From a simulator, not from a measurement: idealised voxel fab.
A process module follows: voxel fin reveal.
Section shown: cut. Width: 250 nm. Cell size: 5 nm, square.
Each cross-section below is a grid of square cells, stated as bands in top-down order, with one or more rows of cells making up each band.
Heights first: top, then bottom, in nm. Then materials, left to right, each with a width in nm. "all across" on a single material: fills the band edge to edge. "empty": empty space.
Height datum 0, below which the as-received substrate wafer is one material. Lowest band open at the bottom, running downward: "0 nm and below".
The notation "30..40" denotes a width that varies across the rows of cells in the band, beginning at the first number in the top row, finishing at the second number in the bottom row, and changing by an identical amount from each row to the next.
Given "nothing changed" for a step, no cell of the cross-section differs between before and after that step.
In the "Closed empty spaces" entry, you get each enclosed empty space of 8 cells or more, one with no open way to the top, written width x height at distance, distance from the left edge, in nm.
What comes after the settings on a step's line is commentary from the simulator itself on that step.
"overlay nm", when on a step's line for a step with a mask, measures how far to the right of its planned place the mask lay; a negative measure means to the left.

**Set out below are the planned steps of the process**
1) RECEIVE | material Si
2) CONFORMAL_DEP | material SiN | thk nm 5
3) PATTERN | tone cover | mask id FINS | material resist | width nm 15 | pitch nm 45 | thk nm 20 | overlay nm -15
4) DIRECTIONAL_ETCH | etch materials SiN | depth nm 5
5) DIRECTIONAL_ETCH | etch materials Si | depth nm 35
6) STRIP | etch materials resist
7) FILL_DEP | material SiO2 | thk nm 5
8) CMP | height nm 5
9) SELECTIVE_ETCH | etch materials SiO2 | depth nm 15
10) STRIP | etch materials SiN
11) CONFORMAL_DEP | material HfO2 | thk nm 5
The plan's step 3 overlay nm is the first wafer's value; the wafers differ in this setting and start identical.

**Incoming state of the first of several wafers in cross-section: after step 1**
  0 nm and below = Si all across
  Closed empty spaces: none

**The figure below presents a cross-section of the first of several wafers at the conclusion of the module, following its last step, step 11**
  5 nm to 0 nm = 30 empty; 25 HfO2; 20 empty; 25 HfO2; 20 empty; 25 HfO2; 20 empty; 25 HfO2; 60 empty
  0 nm to -5 nm = 30 empty; 5 HfO2; 15 Si; 5 HfO2; 20 empty; 5 HfO2; 15 Si; 5 HfO2; 20 empty; 5 HfO2; 15 Si; 5 HfO2; 20 empty; 5 HfO2; 15 Si; 5 HfO2; 60 empty
  -5 nm to -10 nm = 35 HfO2; 15 Si; 30 HfO2; 15 Si; 30 HfO2; 15 Si; 30 HfO2; 15 Si; 65 HfO2
  -10 nm to -35 nm = 35 SiO2; 15 Si; 30 SiO2; 15 Si; 30 SiO2; 15 Si; 30 SiO2; 15 Si; 65 SiO2
  -35 nm and below = Si all across
  Closed empty spaces: none

**Cross-section at module completion, last wafer**
  5 nm to 0 nm = 60 empty; 25 HfO2; 20 empty; 25 HfO2; 20 empty; 25 HfO2; 20 empty; 25 HfO2; 30 empty
  0 nm to -5 nm = 60 empty; 5 HfO2; 15 Si; 5 HfO2; 20 empty; 5 HfO2; 15 Si; 5 HfO2; 20 empty; 5 HfO2; 15 Si; 5 HfO2; 20 empty; 5 HfO2; 15 Si; 5 HfO2; 30 empty
  -5 nm to -10 nm = 65 HfO2; 15 Si; 30 HfO2; 15 Si; 30 HfO2; 15 Si; 30 HfO2; 15 Si; 35 HfO2
  -10 nm to -35 nm = 65 SiO2; 15 Si; 30 SiO2; 15 Si; 30 SiO2; 15 Si; 30 SiO2; 15 Si; 35 SiO2
  -35 nm and below = Si all across
  Closed empty spaces: none

**Quick key for the table: a row per wafer, taken at the end of the module. For each material it tells you how many cells the wafer gained (+) or lost (-) since it came in, and the closed voids come after**
overlay nm -15, +66 HfO2, -266 Si, +190 SiO2, Closed empty spaces: none
overlay nm -10, +66 HfO2, -266 Si, +190 SiO2, Closed empty spaces: none
overlay nm -5, +66 HfO2, -266 Si, +190 SiO2, Closed empty spaces: none
overlay nm 0, +66 HfO2, -266 Si, +190 SiO2, Closed empty spaces: none
overlay nm 5, +66 HfO2, -266 Si, +190 SiO2, Closed empty spaces: none
overlay nm 10, +66 HfO2, -266 Si, +190 SiO2, Closed empty spaces: none
overlay nm 15, +66 HfO2, -266 Si, +190 SiO2, Closed empty spaces: none
